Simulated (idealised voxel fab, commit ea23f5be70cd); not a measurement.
Process module heading - voxel tone inversion
Square cells of 5 nm make up the cross-section cut, whose width is 260 nm.
Cross-sections here: square-cell grids, written as top-down lists of bands, a band being one or more rows of cells. Quick guide to a band line: top height, bottom height (nm) up front; then every material left to right with its width in nm. Only one material and it's marked "full width"? Then it fills the band edge to edge. And "air" just means empty space. Beneath 0, the wafer as received is one material, and that level is where height counting begins. The lowest band goes on downward without a bottom; it is written like "0 down". Top row gets the first number, bottom row gets the second, and each row in between changes by the same step: that is how a band width like "30->40" works. It should be understood that the words "remains unaltered", when stated for a given step, signify that the cross-section underwent no change in any of its cells during that step. Empty spaces without an open route to the top, at least 8 cells in extent, make up the entry "Sealed void list"; each is given as width x height at distance, where the distance is measured from the left edge, and all are in nm. Step line, after settings: the simulator's comment on this step. Among the settings permitted on a step's line is "overlay nm"; applied to a step with a mask, it specifies the extent to which the mask lay to the right of its planned position, whereas a negative figure signifies a position to the left.
-- Steps in the process plan
1. RECEIVE | material Si
2. CONFORMAL_DEP | material SiCN | thk nm 10
3. DIRECTIONAL_DEP | material aC | thk nm 20
4. PATTERN | tone cover | mask id POSTS | material resist | width nm 20 | pitch nm 45 | thk nm 30 | overlay nm 0
5. DIRECTIONAL_ETCH | etch materials aC | depth nm 20
6. STRIP | etch materials resist
7. FILL_DEP | material lowk | thk nm 10
8. CMP | height nm 30
9. STRIP | etch materials aC
10. CONFORMAL_DEP | material TiN | thk nm 5
11. FILL_DEP | material Cu | thk nm 5
12. CMP | height nm 30
13. CONFORMAL_DEP | material SiN | thk nm 5
-- Shown in cross-section is the wafer as received, that is, as it stands after step 1
> 0 down | Si full width
> Sealed void list: none
-- Here's the wafer cut in cross-section after the module, started and planned just like above, except one thing was done wrong in the run
> 35 to 30 | SiN full width
> 30 to 15 | 70 nm Cu, then 5 nm TiN, then 20 nm lowk, then 5 nm TiN, then 15 nm Cu, then 5 nm TiN, then 20 nm lowk, then 5 nm TiN, then 15 nm Cu, then 5 nm TiN, then 20 nm lowk, then 5 nm TiN, then 70 nm Cu
> 15 to 10 | 75 nm TiN, then 20 nm lowk, then 25 nm TiN, then 20 nm lowk, then 25 nm TiN, then 20 nm lowk, then 75 nm TiN
> 10 to 0 | SiCN full width
> 0 down | Si full width
> Sealed void list: none
Deviation from plan: contrary to plan, step 4 was performed as PATTERN | tone open | mask id POSTS | material resist | width nm 20 | pitch nm 45 | thk nm 30 | overlay nm 0
